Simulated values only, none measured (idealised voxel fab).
Process module name: voxel transistor to metal
Shown is cross-section cut, with a width of 210 nm and square cells of size 5 nm.
Notation: cross-section as square-cell grid; stated in bands, top first, going down; one or more cell rows per band.
Band entry format. Leading values: height of top, height of bottom, nm. Remainder: materials in left-to-right order, each with its width in nm. Special words: "everywhere" on a single material, which then fills the band edge to edge; "blank", empty space.
The reference from which all heights are counted is 0, the level beneath which the as-received wafer is entirely one material; the lowest band, having no lower bound, proceeds downward and is written after the example "0 -> down".
The notation "30 to 40" denotes a width that varies across the rows of cells in the band, beginning at the first number in the top row, finishing at the second number in the bottom row, and changing by an identical amount from each row to the next.
It should be understood that the words "no alteration", when stated for a given step, signify that the cross-section underwent no change in any of its cells during that step.
This entry, "Completely enclosed voids", enumerates those empty regions of no fewer than 8 cells that possess no open connection to the top. Each region is reported in the form width x height at distance, the distance being taken from the left edge, with all three quantities expressed in nm.
On a step's line, text after the settings is the simulator commenting on that step.
Steps that use a mask can have "overlay nm" on their line. It says how far the mask sat to the right of where it was meant to be. Negative means to the left.

Planned process steps
1: RECEIVE [material Si]
2: CONFORMAL_DEP [material SiO2] [thk nm 5]
3: CONFORMAL_DEP [material SiN] [thk nm 10]
4: DIRECTIONAL_DEP [material aC] [thk nm 15]
5: PATTERN [tone cover] [mask id ACTIVE] [material resist] [width nm 105] [thk nm 30] [overlay nm 0]
6: DIRECTIONAL_ETCH [etch materials aC] [depth nm 15]
7: STRIP [etch materials resist]
8: DIRECTIONAL_ETCH [etch materials SiN] [depth nm 10]
9: DIRECTIONAL_ETCH [etch materials SiO2] [depth nm 5]
10: DIRECTIONAL_ETCH [etch materials Si] [depth nm 35]
11: STRIP [etch materials aC]
12: OXIDIZE [depth nm 5]
13: FILL_DEP [material SiO2] [thk nm 5]
14: CMP [height nm 15]
15: SELECTIVE_ETCH [etch materials SiO2] [depth nm 10]
16: STRIP [etch materials SiN]
17: SELECTIVE_ETCH [etch materials SiO2] [depth nm 5]
18: OXIDIZE [depth nm 5]
19: DIRECTIONAL_DEP [material polySi] [thk nm 30]
20: DIRECTIONAL_DEP [material SiCN] [thk nm 15]
21: PATTERN [tone cover] [mask id GATE] [material resist] [width nm 25] [thk nm 20] [overlay nm 0]
22: DIRECTIONAL_ETCH [etch materials SiCN] [depth nm 25]
23: DIRECTIONAL_ETCH [etch materials polySi] [depth nm 40]
24: STRIP [etch materials resist]
25: CONFORMAL_DEP [material SiN] [thk nm 5]
26: DIRECTIONAL_ETCH [etch materials SiN] [depth nm 5]
27: DIRECTIONAL_ETCH [etch materials SiO2] [depth nm 5]
28: EPI [material pSi] [thk nm 5]
29: FILL_DEP [material SiO2] [thk nm 5]
30: CMP [height nm 30]
31: STRIP [etch materials polySi]
32: SELECTIVE_ETCH [etch materials SiO2] [depth nm 5]
33: CONFORMAL_DEP [material HfO2] [thk nm 5]
34: CONFORMAL_DEP [material TiN] [thk nm 5]
35: FILL_DEP [material W] [thk nm 10]
36: CMP [height nm 25]
37: DIRECTIONAL_DEP [material SiO2] [thk nm 15]
38: MASKED_ETCH [tone open] [mask id CONTACT] [width nm 15] [pitch nm 70] [etch materials SiO2] [depth nm 40] [overlay nm -15]
39: CONFORMAL_DEP [material TiN] [thk nm 5]
40: FILL_DEP [material W] [thk nm 10]
41: CMP [height nm 40]
42: DIRECTIONAL_DEP [material TiN] [thk nm 5]
43: DIRECTIONAL_DEP [material Ru] [thk nm 20]
44: MASKED_ETCH [tone cover] [mask id METAL_1] [width nm 15] [pitch nm 70] [etch materials Ru] [depth nm 20] [overlay nm 0]
45: MASKED_ETCH [tone cover] [mask id METAL_1] [width nm 15] [pitch nm 70] [etch materials TiN] [depth nm 5] [overlay nm 0]
46: FILL_DEP [material lowk] [thk nm 5]
47: CMP [height nm 65]
48: CONFORMAL_DEP [material SiCN] [thk nm 5]
The wafers are alike at the start. At step 38, their overlay nm differs. The plan lists the first wafer's value.

Received condition of the first of several wafers, sectioned: post-step 1
- 0 -> down = Si everywhere
- Completely enclosed voids: none

End of the module, past its last step, step 48: how the first of several wafers looks in cross-section
- 70 -> 65 = SiCN everywhere
- 65 -> 45 = lowk 60, Ru 15, lowk 55, Ru 15, lowk 65
- 45 -> 40 = lowk 60, TiN 15, lowk 55, TiN 15, lowk 65
- 40 -> 30 = SiO2 45, TiN 5, W 5, TiN 5, SiO2 55, TiN 5, W 5, TiN 5, SiO2 80
- 30 -> 25 = SiO2 45, TiN 5, W 5, TiN 5, SiO2 55, TiN 15, SiO2 80
- 25 -> 5 = SiO2 45, TiN 5, W 5, TiN 5, SiO2 25, SiN 5, HfO2 5, TiN 5, W 5, TiN 5, HfO2 5, SiN 5, TiN 10, SiO2 80
- 5 -> 0 = SiO2 45, TiN 15, SiO2 25, SiN 5, HfO2 5, TiN 15, HfO2 5, SiN 5, TiN 10, SiO2 80
- 0 -> -5 = SiO2 50, pSi 35, HfO2 35, pSi 35, SiO2 55
- -5 -> -40 = SiO2 55, Si 95, SiO2 60
- -40 -> down = Si everywhere
- Completely enclosed voids: none

Cross-section at module completion, last wafer
- 70 -> 65 = SiCN everywhere
- 65 -> 45 = lowk 60, Ru 15, lowk 55, Ru 15, lowk 65
- 45 -> 40 = lowk 60, TiN 15, lowk 55, TiN 15, lowk 65
- 40 -> 30 = SiO2 75, TiN 5, W 5, TiN 5, SiO2 55, TiN 5, W 5, TiN 5, SiO2 50
- 30 -> 25 = SiO2 75, TiN 15, SiO2 55, TiN 5, W 5, TiN 5, SiO2 50
- 25 -> 5 = SiO2 75, TiN 10, SiN 5, HfO2 5, TiN 5, W 5, TiN 5, HfO2 5, SiN 5, SiO2 25, TiN 5, W 5, TiN 5, SiO2 50
- 5 -> 0 = SiO2 75, TiN 10, SiN 5, HfO2 5, TiN 15, HfO2 5, SiN 5, SiO2 25, TiN 15, SiO2 50
- 0 -> -5 = SiO2 50, pSi 35, HfO2 35, pSi 35, SiO2 55
- -5 -> -40 = SiO2 55, Si 95, SiO2 60
- -40 -> down = Si everywhere
- Completely enclosed voids: none

Every row in this table is a wafer at the end of the module, and it gives, for each of the materials, the cells that wafer has gained (+) or lost (-) since it was received, then its closed voids
overlay nm -15; +17 HfO2; +24 Ru; -203 Si; +42 SiCN; +10 SiN; +440 SiO2; +51 TiN; +13 W; +180 lowk; +14 pSi; Completely enclosed voids: none
overlay nm -10; +17 HfO2; +24 Ru; -203 Si; +42 SiCN; +10 SiN; +435 SiO2; +51 TiN; +18 W; +180 lowk; +14 pSi; Completely enclosed voids: none
overlay nm -5; +17 HfO2; +24 Ru; -203 Si; +42 SiCN; +10 SiN; +435 SiO2; +51 TiN; +18 W; +180 lowk; +14 pSi; Completely enclosed voids: none
overlay nm 0; +17 HfO2; +24 Ru; -203 Si; +42 SiCN; +10 SiN; +435 SiO2; +51 TiN; +18 W; +180 lowk; +14 pSi; Completely enclosed voids: none
overlay nm 5; +17 HfO2; +24 Ru; -203 Si; +42 SiCN; +10 SiN; +435 SiO2; +51 TiN; +18 W; +180 lowk; +14 pSi; Completely enclosed voids: none
overlay nm 10; +17 HfO2; +24 Ru; -203 Si; +42 SiCN; +10 SiN; +435 SiO2; +51 TiN; +18 W; +180 lowk; +14 pSi; Completely enclosed voids: none
overlay nm 15; +17 HfO2; +24 Ru; -203 Si; +42 SiCN; +10 SiN; +440 SiO2; +51 TiN; +13 W; +180 lowk; +14 pSi; Completely enclosed voids: none
